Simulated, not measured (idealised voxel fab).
You're looking at the process module voxel released beams.
Cross-section cut spans 250 nm and uses square cells 5 nm in size.
Cross-section = grid of square cells, listed top down in bands; band = one or more rows.
Band: top and bottom heights (nm) first, top before bottom; then materials from left to right, widths in nm. "everywhere" marks a sole material filling the band edge to edge. "blank" denotes empty space.
Ref level 0: as-received wafer is one material below here. Bottom band extends down with no lower bound ("0 -> down").
A width given as "30->40" starts at the first number in the band's top row and ends at the second number in its bottom row, shifting by an equal amount at every step from row to row.
Step note "nothing altered" = no cross-section cell changed.
Voids not open to the top, 8 cells minimum: see "Fully closed voids". Written width x height at distance; distance is from the left edge; nm.
On a step's line, text after the settings is the simulator commenting on that step.
"overlay nm" on a masked step: distance the mask lay right of its planned place, negative for left.

Planned step list for the process
1: RECEIVE (material Si)
2: CONFORMAL_DEP (material SiN; thk nm 5)
3: DIRECTIONAL_DEP (material SiO2; thk nm 10)
4: MASKED_ETCH (tone open; mask id ANCHOR; width nm 40; etch materials SiO2; depth nm 10; overlay nm 0)
5: CONFORMAL_DEP (material polySi; thk nm 15)
6: DIRECTIONAL_DEP (material aC; thk nm 10)
7: PATTERN (tone cover; mask id BEAM; material resist; width nm 115; thk nm 25; overlay nm 0)
8: DIRECTIONAL_ETCH (etch materials aC; depth nm 10)
9: STRIP (etch materials resist)
10: DIRECTIONAL_ETCH (etch materials polySi; depth nm 15)
11: STRIP (etch materials aC)
12: STRIP (etch materials SiO2)

as received, after step 1
    0 -> down = Si everywhere
    Fully closed voids: none

What the wafer looks like in cross-section after this module, when it starts as shown above and follows the plan above but one mistake is made in running it
    25 -> 15 = blank: 65, polySi: 20, blank: 10, polySi: 85, blank: 70
    15 -> 10 = blank: 65, polySi: 115, blank: 70
    10 -> 0 = blank: 70, polySi: 40, blank: 140
    0 -> down = Si everywhere
    Fully closed voids: none
Run error: plan step 2 was not performed, having been skipped
